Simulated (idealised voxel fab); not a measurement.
Process module under the name voxel ribs on slabs
Cross-sectional view cut (width: 150 nm; square cell size: 5 nm).
If you're reading a cross-section in this doc, picture square cells in a grid; it comes to you as bands, top ones listed first down to the bottom, and a band can be one or more rows of cells.
Top, bottom (nm), then materials left to right with widths (nm); lone material tagged "edge to edge" fills the whole band edge to edge; "air" = empty space.
It should be noted that heights are counted from 0, beneath which the wafer as supplied is of one material throughout, and that the lowest band possesses no lower boundary but continues downward, as written in "0 and below".
A width given as "30 to 40" starts at the first number in the band's top row and ends at the second number in its bottom row, shifting by an equal amount at every step from row to row.
Basically "same as before" means that step didn't change any cell in the cross-section.
So "Unvented internal voids" is basically the list of trapped voids: any empty space of 8 cells or more that can't reach the top through an opening. They're written width x height at distance, the distance being from the left edge, and it's all nm.
Read whatever lies past the settings on a step's line as the simulator's own remark about the step.
overlay nm: how far to the right of its planned place the mask lay on this masked step (negative: to the left).
Planned process steps:
1. RECEIVE,material Si
2. DIRECTIONAL_DEP,material SiO2,thk nm 30
3. DIRECTIONAL_DEP,material SiN,thk nm 15
4. MASKED_ETCH,tone cover,mask id RIB,width nm 30,etch materials SiN,depth nm 5,overlay nm 0
5. PATTERN,tone cover,mask id SLAB,material resist,width nm 60,thk nm 20,overlay nm 0
6. DIRECTIONAL_ETCH,etch materials SiN,depth nm 10
7. STRIP,etch materials resist
8. FILL_DEP,material SiO2,thk nm 20
9. CMP,height nm 55
10. DIRECTIONAL_DEP,material TiN,thk nm 10
11. MASKED_ETCH,tone cover,mask id HEATER,width nm 40,etch materials TiN,depth nm 10,overlay nm 0
12. CONFORMAL_DEP,material SiO2,thk nm 5
So this is the incoming wafer in cross-section - it's already been through step 1:
> 0 and below  Si edge to edge
> Unvented internal voids: none
Cross-section at module end, one run error; start and plan unchanged from above:
> 70 down to 65  50 of air, 50 of SiO2, 50 of air
> 65 down to 60  50 of air, 5 of SiO2, 40 of TiN, 5 of SiO2, 50 of air
> 60 down to 55  55 of SiO2, 40 of TiN, 55 of SiO2
> 55 down to 45  SiO2 edge to edge
> 45 down to 35  60 to 45 of SiO2, 30 to 60 of SiN, 60 to 45 of SiO2
> 35 down to 30  SiN edge to edge
> 30 down to 0  SiO2 edge to edge
> 0 and below  Si edge to edge
> Unvented internal voids: none
The plan and the run diverged here: step 6 did not happen as planned, as run it was DIRECTIONAL_ETCH,etch materials SiN,depth nm 5
